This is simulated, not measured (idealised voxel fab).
Presented below is a process module, voxel gate over fins.
240 nm wide, 5 nm square cells: that's cross-section cut.
Think of the cross-section as a grid of square cells. We describe it in bands, top to bottom, and each band covers one or more rows of those cells.
First you get the band's top height and its bottom height, in nm, and then the materials it's made of, left to right, with each width in nm. If you see a single material with "everywhere", that one covers the band edge to edge. "blank" is empty space.
For the purposes of this specification, 0 denotes the height below which the wafer in its as-received condition is composed wholly of one material, and the lowermost band, lacking a lower limit, extends downward without end, as expressed in "z 0 and below".
Note: "30->40" means the width goes from the first number (top row of the band) to the second number (bottom row) in equal steps per row of cells.
Step marked "nothing changed"? Then no cell in the cross-section changed in it.
Enclosed voids (no open way to top), threshold 8 cells or more, entry "Enclosed internal voids", notation width x height at distance, distance from left edge, nm.
It should be noted that, on the line of a given step, the content following the step's settings is a remark produced by the simulator itself with respect to that step.
The "overlay nm" setting may appear on a step's line; for a step that uses a mask, it gives how far to the right of its planned position the mask lay, and a negative value indicates the left.
### The process steps that were planned are listed below
| 1 | op RECEIVE | material Si |
| 2 | op CONFORMAL_DEP | material SiN | thk nm 5 |
| 3 | op PATTERN | tone cover | mask id FINS | material resist | width nm 15 | pitch nm 60 | thk nm 15 | overlay nm 0 |
| 4 | op DIRECTIONAL_ETCH | etch materials SiN | depth nm 5 |
| 5 | op DIRECTIONAL_ETCH | etch materials Si | depth nm 35 |
| 6 | op STRIP | etch materials resist |
| 7 | op OXIDIZE | depth nm 5 |
| 8 | op FILL_DEP | material SiO2 | thk nm 5 |
| 9 | op CMP | height nm 5 |
| 10 | op MASKED_ETCH | tone open | mask id RAIL | width nm 15 | etch materials SiO2 | depth nm 35 | overlay nm 0 |
| 11 | op CONFORMAL_DEP | material TiN | thk nm 5 |
| 12 | op FILL_DEP | material W | thk nm 5 |
| 13 | op CMP | height nm 5 |
| 14 | op SELECTIVE_ETCH | etch materials W Ru TiN | depth nm 25 |
| 15 | op FILL_DEP | material SiO2 | thk nm 5 |
| 16 | op CMP | height nm 5 |
| 17 | op SELECTIVE_ETCH | etch materials SiO2 | depth nm 20 |
| 18 | op STRIP | etch materials SiN |
| 19 | op CONFORMAL_DEP | material HfO2 | thk nm 5 |
| 20 | op CONFORMAL_DEP | material TiN | thk nm 5 |
| 21 | op FILL_DEP | material W | thk nm 15 |
| 22 | op CMP | height nm 20 |
| 23 | op CONFORMAL_DEP | material SiN | thk nm 5 |
### as received, after step 1
- z 0 and below  Si everywhere
- Enclosed internal voids: none
### Cross-section taken at module completion on the first of two wafers; processed per the plan
- z 25 to 20  SiN everywhere
- z 20 to 10  W everywhere
- z 10 to 5  W (45) / TiN (25) / W (35) / TiN (25) / W (35) / TiN (25) / W (50)
- z 5 to 0  W (45) / TiN (5) / HfO2 (15) / TiN (5) / W (35) / TiN (5) / HfO2 (15) / TiN (5) / W (35) / TiN (5) / HfO2 (15) / TiN (5) / W (50)
- z 0 to -5  W (45) / TiN (5) / HfO2 (5) / Si (5) / HfO2 (5) / TiN (5) / W (35) / TiN (5) / HfO2 (5) / Si (5) / HfO2 (5) / TiN (5) / W (35) / TiN (5) / HfO2 (5) / Si (5) / HfO2 (5) / TiN (5) / W (50)
- z -5 to -10  TiN (50) / HfO2 (5) / Si (5) / HfO2 (5) / TiN (45) / HfO2 (5) / Si (5) / HfO2 (5) / TiN (45) / HfO2 (5) / Si (5) / HfO2 (5) / TiN (55)
- z -10 to -15  HfO2 (55) / Si (5) / HfO2 (55) / Si (5) / HfO2 (55) / Si (5) / HfO2 (60)
- z -15 to -20  SiO2 (55) / Si (5) / SiO2 (55) / Si (5) / SiO2 (55) / Si (5) / SiO2 (60)
- z -20 to -25  SiO2 (55) / Si (5) / SiO2 (20) / TiN (5) / W (5) / TiN (5) / SiO2 (20) / Si (5) / SiO2 (55) / Si (5) / SiO2 (60)
- z -25 to -30  SiO2 (55) / Si (5) / SiO2 (20) / TiN (15) / SiO2 (20) / Si (5) / SiO2 (55) / Si (5) / SiO2 (60)
- z -30 to -40  SiO2 (55) / Si (5) / SiO2 (55) / Si (5) / SiO2 (55) / Si (5) / SiO2 (60)
- z -40 and below  Si everywhere
- Enclosed internal voids: none
### second wafer at the end: like start, like plan, one mistake
- z 25 to 20  SiN everywhere
- z 20 to 10  W everywhere
- z 10 to 5  W (45) / TiN (25) / W (35) / TiN (25) / W (35) / TiN (25) / W (50)
- z 5 to 0  W (45) / TiN (5) / HfO2 (15) / TiN (5) / W (35) / TiN (5) / HfO2 (15) / TiN (5) / W (35) / TiN (5) / HfO2 (15) / TiN (5) / W (50)
- z 0 to -5  W (45) / TiN (5) / HfO2 (5) / Si (5) / HfO2 (5) / TiN (5) / W (35) / TiN (5) / HfO2 (5) / Si (5) / HfO2 (5) / TiN (5) / W (35) / TiN (5) / HfO2 (5) / Si (5) / HfO2 (5) / TiN (5) / W (50)
- z -5 to -10  TiN (50) / HfO2 (5) / Si (5) / HfO2 (5) / TiN (45) / HfO2 (5) / Si (5) / HfO2 (5) / TiN (45) / HfO2 (5) / Si (5) / HfO2 (5) / TiN (55)
- z -10 to -15  HfO2 (55) / Si (5) / HfO2 (55) / Si (5) / HfO2 (55) / Si (5) / HfO2 (60)
- z -15 to -20  SiO2 (55) / Si (5) / SiO2 (55) / Si (5) / SiO2 (55) / Si (5) / SiO2 (60)
- z -20 to -25  SiO2 (55) / Si (5) / SiO2 (30) / TiN (5) / W (5) / TiN (5) / SiO2 (10) / Si (5) / SiO2 (55) / Si (5) / SiO2 (60)
- z -25 to -30  SiO2 (55) / Si (5) / SiO2 (30) / TiN (15) / SiO2 (10) / Si (5) / SiO2 (55) / Si (5) / SiO2 (60)
- z -30 to -40  SiO2 (55) / Si (5) / SiO2 (55) / Si (5) / SiO2 (55) / Si (5) / SiO2 (60)
- z -40 and below  Si everywhere
- Enclosed internal voids: none
Want to know what went wrong? step 10 ran with different settings than intended, the actual operation and settings being op MASKED_ETCH | tone open | mask id RAIL | width nm 15 | etch materials SiO2 | depth nm 35 | overlay nm 10
The concluding comparison shows that, measured in cells, each material is equally abundant on both wafers, albeit at different positions.
